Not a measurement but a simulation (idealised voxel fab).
The document below concerns the process module designated voxel tone inversion.
Each square cell in cross-section cut measures 5 nm, and the section as a whole is 175 nm wide.
Just so we're on the same page, the cross-sections are grids of square cells, and they're listed out in bands top to bottom, each band one or more rows deep.
Band: top height; bottom height; in nm. Then, left to right: material with width in nm, for each material. "throughout": a single material spanning edge to edge. "air": empty space.
Ref level 0: as-received wafer is one material below here. Bottom band extends down with no lower bound ("0 nm and below").
It should be noted that a width expressed as "30 to 40" varies in equal increments from row to row of cells within the band, taking the value of the first number at the top row and that of the second number at the bottom row.
A step reported as "remains unaltered" is a step in which no cell of the cross-section changed.
"Closed void inventory" contains a list of empty spaces, each no smaller than 8 cells and without an open way to the top, written in the form width x height at distance with the distance from the left edge and all three in nm.
Step line, after settings: the simulator's comment on this step.
Regarding "overlay nm": on a step with a mask, it is the distance the mask lay to the right of its planned place; a negative value places it to the left.
List of planned process steps
1) RECEIVE, material Si
2) CONFORMAL_DEP, material SiCN, thk nm 10
3) DIRECTIONAL_DEP, material polySi, thk nm 25
4) PATTERN, tone cover, mask id POSTS, material resist, width nm 25, pitch nm 45, thk nm 30, overlay nm 0
5) DIRECTIONAL_ETCH, etch materials polySi, depth nm 25
6) STRIP, etch materials resist
7) FILL_DEP, material lowk, thk nm 5
8) CMP, height nm 35
9) STRIP, etch materials polySi
Step 1 complete: cross-section of the wafer as received
* 0 nm and below  Si throughout
* Closed void inventory: none
Cross-section taken at module completion on the first of two wafers; processed per the plan
* 35 nm to 10 nm  lowk (30), air (25), lowk (20), air (25), lowk (20), air (25), lowk (30)
* 10 nm to 0 nm  SiCN throughout
* 0 nm and below  Si throughout
* Closed void inventory: none
This is the second of the two wafers, cross-sectioned at the end of the module; it started exactly like the first and was given the same plan, but it was run with one mistake
* 35 nm to 30 nm  lowk throughout
* 30 nm to 5 nm  lowk (30), polySi (25), lowk (20), polySi (25), lowk (20), polySi (25), lowk (30)
* 5 nm to 0 nm  SiCN throughout
* 0 nm and below  Si throughout
* Closed void inventory: none
Heads up, the wafer didn't run the way we planned it: note that step 2 departed from the planned setting and was carried out as CONFORMAL_DEP, material SiCN, thk nm 5
Final cells, second wafer relative to first, materials higher or lower: SiCN: 35 fewer | lowk: 35 more | polySi: 75 more
